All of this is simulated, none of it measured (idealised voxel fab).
Module name: voxel self aligned vias (process module)
160 nm wide, 5 nm square cells: that's cross-section cut.
Cross-section = grid of square cells, listed top down in bands; band = one or more rows.
Basically the band line says how high the top is and how high the bottom is, in nm, and then what's in it from left to right, every material with its width in nm. Empty space shows up as "empty", and if a single material carries "everywhere" it runs the full band edge to edge.
It should be noted that heights are counted from 0, beneath which the wafer as supplied is of one material throughout, and that the lowest band possesses no lower boundary but continues downward, as written in "top 0, no bottom".
Read "30..40" as a graded width: first number on top, second number at the bottom, same change between each pair of neighbouring rows.
Basically "no modifications" means that step didn't change any cell in the cross-section.
Entry "Closed cavities". Content: empty spaces with no open connection to the top, size 8 cells or greater. Each: width x height at distance. Distance: from left edge. Unit: nm.
The remark found on a step's line after its settings is issued by the simulator itself and pertains to that step.
What "overlay nm" on a step's line means: if the step has a mask, that mask lay this far to the right of its planned place, or, when the value is negative, to the left.

[Steps in the process plan]
1,RECEIVE: material Si
2,CONFORMAL_DEP: material SiO2, thk nm 10
3,CONFORMAL_DEP: material SiCN, thk nm 5
4,DIRECTIONAL_DEP: material lowk, thk nm 25
5,DIRECTIONAL_DEP: material aC, thk nm 15
6,PATTERN: tone open, mask id LINES, material resist, width nm 25, pitch nm 55, thk nm 30, overlay nm 0
7,DIRECTIONAL_ETCH: etch materials aC, depth nm 15
8,STRIP: etch materials resist
9,DIRECTIONAL_ETCH: etch materials lowk, depth nm 25
10,STRIP: etch materials aC
11,CONFORMAL_DEP: material TiN, thk nm 5
12,FILL_DEP: material Ru, thk nm 5
13,CMP: height nm 40
14,SELECTIVE_ETCH: etch materials W Ru TiN, depth nm 5
15,FILL_DEP: material SiN, thk nm 10
16,CMP: height nm 40
17,DIRECTIONAL_DEP: material lowk, thk nm 15
18,PATTERN: tone open, mask id VIAS, material resist, width nm 35, pitch nm 55, thk nm 15, overlay nm 0
19,DIRECTIONAL_ETCH: etch materials lowk, depth nm 15
20,DIRECTIONAL_ETCH: etch materials SiN, depth nm 5
21,STRIP: etch materials resist
22,CONFORMAL_DEP: material TiN, thk nm 5
23,FILL_DEP: material W, thk nm 10
24,CMP: height nm 55
25,CONFORMAL_DEP: material SiN, thk nm 5

[This is the cross-section of the wafer as we received it, i.e. after step 1]
- top 0, no bottom = Si everywhere
- Closed cavities: none

[End-of-module cross-section of the first of two wafers, processed as planned]
- top 60, bottom 55 = SiN everywhere
- top 55, bottom 45 = lowk: 35  TiN: 5  W: 25  TiN: 5  lowk: 20  TiN: 5  W: 25  TiN: 5  lowk: 35
- top 45, bottom 40 = lowk: 35  TiN: 10  W: 15  TiN: 10  lowk: 20  TiN: 10  W: 15  TiN: 10  lowk: 35
- top 40, bottom 35 = lowk: 40  TiN: 25  lowk: 30  TiN: 25  lowk: 40
- top 35, bottom 20 = lowk: 40  TiN: 5  Ru: 15  TiN: 5  lowk: 30  TiN: 5  Ru: 15  TiN: 5  lowk: 40
- top 20, bottom 15 = lowk: 40  TiN: 25  lowk: 30  TiN: 25  lowk: 40
- top 15, bottom 10 = SiCN everywhere
- top 10, bottom 0 = SiO2 everywhere
- top 0, no bottom = Si everywhere
- Closed cavities: none

[Wafer two, sectioned after the module: the first wafer's start, the first wafer's plan, and one mistake in how it was run]
- top 60, bottom 55 = SiN everywhere
- top 55, bottom 45 = W: 30  TiN: 5  lowk: 35  TiN: 5  W: 10  TiN: 5  lowk: 35  TiN: 5  W: 30
- top 45, bottom 40 = TiN: 35  lowk: 35  TiN: 20  lowk: 35  TiN: 35
- top 40, bottom 35 = lowk: 40  SiN: 25  lowk: 30  SiN: 25  lowk: 40
- top 35, bottom 20 = lowk: 40  TiN: 5  Ru: 15  TiN: 5  lowk: 30  TiN: 5  Ru: 15  TiN: 5  lowk: 40
- top 20, bottom 15 = lowk: 40  TiN: 25  lowk: 30  TiN: 25  lowk: 40
- top 15, bottom 10 = SiCN everywhere
- top 10, bottom 0 = SiO2 everywhere
- top 0, no bottom = Si everywhere
- Closed cavities: none
The plan and the run diverged here: for step 18, the planned setting was not used; the step was instead run as PATTERN: tone cover, mask id VIAS, material resist, width nm 35, pitch nm 55, thk nm 15, overlay nm 0
At the finish, the second wafer shows more or fewer cells for some materials than the first does: SiN: 10 more; W: 2 more; lowk: 12 fewer
